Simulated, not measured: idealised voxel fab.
process module | voxel self aligned contacts
cross-section cut | 215 nm wide | cells 5 nm
A cross-section is a grid of square cells, given in bands from the top down. A band is one or more rows of cells.
Each band's line starts with the height of the band's top and of its bottom, in nm. Then come its materials from left to right, each with its width in nm. One material with "throughout" fills the band from edge to edge. "air" is empty space.
Height 0 is the level under which the wafer as received is all one material. The lowest band goes on downwards, as in "0 down".
A width such as "30 to 40" changes by the same amount from each row of cells to the next, from the band's top row to its bottom row.
"no change" after a step means that no cell of the cross-section changed.
closed voids: empty space of 8 cells or more with no open way to the top, each as width x height at its distance from the left edge, in nm
after a step's settings: what the simulator itself notes on the step
overlay nm, on a step with a mask: how far to the right of its planned place the mask lay; to the left if negative
plan
1 op RECEIVE | material Si
2 op CONFORMAL_DEP | material SiO2 | thk nm 5
3 op DIRECTIONAL_DEP | material polySi | thk nm 20
4 op DIRECTIONAL_DEP | material SiN | thk nm 25
5 op PATTERN | tone cover | mask id GATE | material resist | width nm 25 | pitch nm 60 | thk nm 15 | overlay nm 0
6 op DIRECTIONAL_ETCH | etch materials SiN | depth nm 25
7 op DIRECTIONAL_ETCH | etch materials polySi | depth nm 20
8 op STRIP | etch materials resist
9 op CONFORMAL_DEP | material SiN | thk nm 10
10 op DIRECTIONAL_ETCH | etch materials SiN | depth nm 10
11 op FILL_DEP | material SiO2 | thk nm 15
12 op CMP | height nm 60
13 op DIRECTIONAL_DEP | material aC | thk nm 15
14 op PATTERN | tone open | mask id CONTACT | material resist | width nm 45 | pitch nm 60 | thk nm 30 | overlay nm 0
15 op DIRECTIONAL_ETCH | etch materials aC | depth nm 15
16 op STRIP | etch materials resist
17 op DIRECTIONAL_ETCH | etch materials SiO2 | depth nm 60
18 op STRIP | etch materials aC
19 op CONFORMAL_DEP | material TiN | thk nm 5
20 op FILL_DEP | material W | thk nm 5
21 op CMP | height nm 60
22 op CONFORMAL_DEP | material SiCN | thk nm 5
as received, after step 1
  0 down: Si throughout
  closed voids: none
first wafer at the end, as planned
  65 to 60: SiCN throughout
  60 to 50: SiO2 55 | TiN 5 to 20 | W 35 to 5 | TiN 5 to 20 | SiO2 15 | TiN 5 to 20 | W 35 to 5 | TiN 5 to 20 | SiO2 55
  50 to 25: SiO2 25 | SiN 45 | TiN 5 | W 5 | TiN 5 | SiN 45 | TiN 5 | W 5 | TiN 5 | SiN 45 | SiO2 25
  25 to 5: SiO2 25 | SiN 10 | polySi 25 | SiN 10 | TiN 5 | W 5 | TiN 5 | SiN 10 | polySi 25 | SiN 10 | TiN 5 | W 5 | TiN 5 | SiN 10 | polySi 25 | SiN 10 | SiO2 25
  5 to 0: SiO2 70 | TiN 15 | SiO2 45 | TiN 15 | SiO2 70
  0 down: Si throughout
  closed voids: none
second wafer at the end: like start, like plan, one mistake
  65 to 60: SiCN throughout
  60 to 50: SiO2 55 | TiN 5 to 20 | W 35 to 5 | TiN 5 to 20 | SiO2 15 | TiN 5 to 20 | W 35 to 5 | TiN 5 to 20 | SiO2 55
  50 to 25: SiO2 25 | SiN 45 | TiN 5 | W 5 | TiN 5 | SiN 45 | TiN 5 | W 5 | TiN 5 | SiN 45 | SiO2 25
  25 to 20: SiO2 70 | TiN 15 | SiO2 45 | TiN 15 | SiO2 70
  20 to 0: polySi throughout
  0 down: Si throughout
  closed voids: none
what went wrong: steps 2 and 3 were swapped
at the end the second wafer has, in cells: 48 fewer of SiN | 40 fewer of SiO2 | 16 fewer of TiN | 8 fewer of W | 112 more of polySi
